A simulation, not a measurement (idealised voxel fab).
process module | voxel plated lines
cross-section cut | 225 nm wide | cells 5 nm
A cross-section is a grid of square cells, given in bands from the top down. A band is one or more rows of cells.
Each band's line starts with the height of the band's top and of its bottom, in nm. Then come its materials from left to right, each with its width in nm. One material with "throughout" fills the band from edge to edge. "air" is empty space.
Height 0 is the level under which the wafer as received is all one material. The lowest band goes on downwards, as in "0 down".
A width such as "30 to 40" changes by the same amount from each row of cells to the next, from the band's top row to its bottom row.
"no change" after a step means that no cell of the cross-section changed.
closed voids: empty space of 8 cells or more with no open way to the top, each as width x height at its distance from the left edge, in nm
after a step's settings: what the simulator itself notes on the step
overlay nm, on a step with a mask: how far to the right of its planned place the mask lay; to the left if negative
plan
1 op RECEIVE | material Si
2 op CONFORMAL_DEP | material Al2O3 | thk nm 10
3 op DIRECTIONAL_DEP | material TiN | thk nm 5
4 op PATTERN | tone open | mask id LINES | material resist | width nm 25 | pitch nm 55 | thk nm 15 | overlay nm -15
5 op EPI | material Ru | thk nm 10
6 op STRIP | etch materials resist
7 op DIRECTIONAL_ETCH | etch materials TiN | depth nm 5
8 op CONFORMAL_DEP | material SiO2 | thk nm 10
varied across the wafers: overlay nm of step 4. The plan shows the first wafer's value. All wafers start alike
first wafer as received, after step 1
  0 down: Si throughout
  closed voids: none
each wafer at the end: cells of each material gained (+) or lost (-) since it was received, then its closed voids
overlay nm -15 | +90 Al2O3 | +20 Ru | +114 SiO2 | +10 TiN | closed voids: none
overlay nm -10 | +90 Al2O3 | +20 Ru | +114 SiO2 | +10 TiN | closed voids: none
overlay nm -5 | +90 Al2O3 | +20 Ru | +114 SiO2 | +10 TiN | closed voids: none
overlay nm 0 | +90 Al2O3 | +20 Ru | +114 SiO2 | +10 TiN | closed voids: none
overlay nm 5 | +90 Al2O3 | +20 Ru | +114 SiO2 | +10 TiN | closed voids: none
overlay nm 10 | +90 Al2O3 | +20 Ru | +114 SiO2 | +10 TiN | closed voids: none
overlay nm 15 | +90 Al2O3 | +20 Ru | +114 SiO2 | +10 TiN | closed voids: none
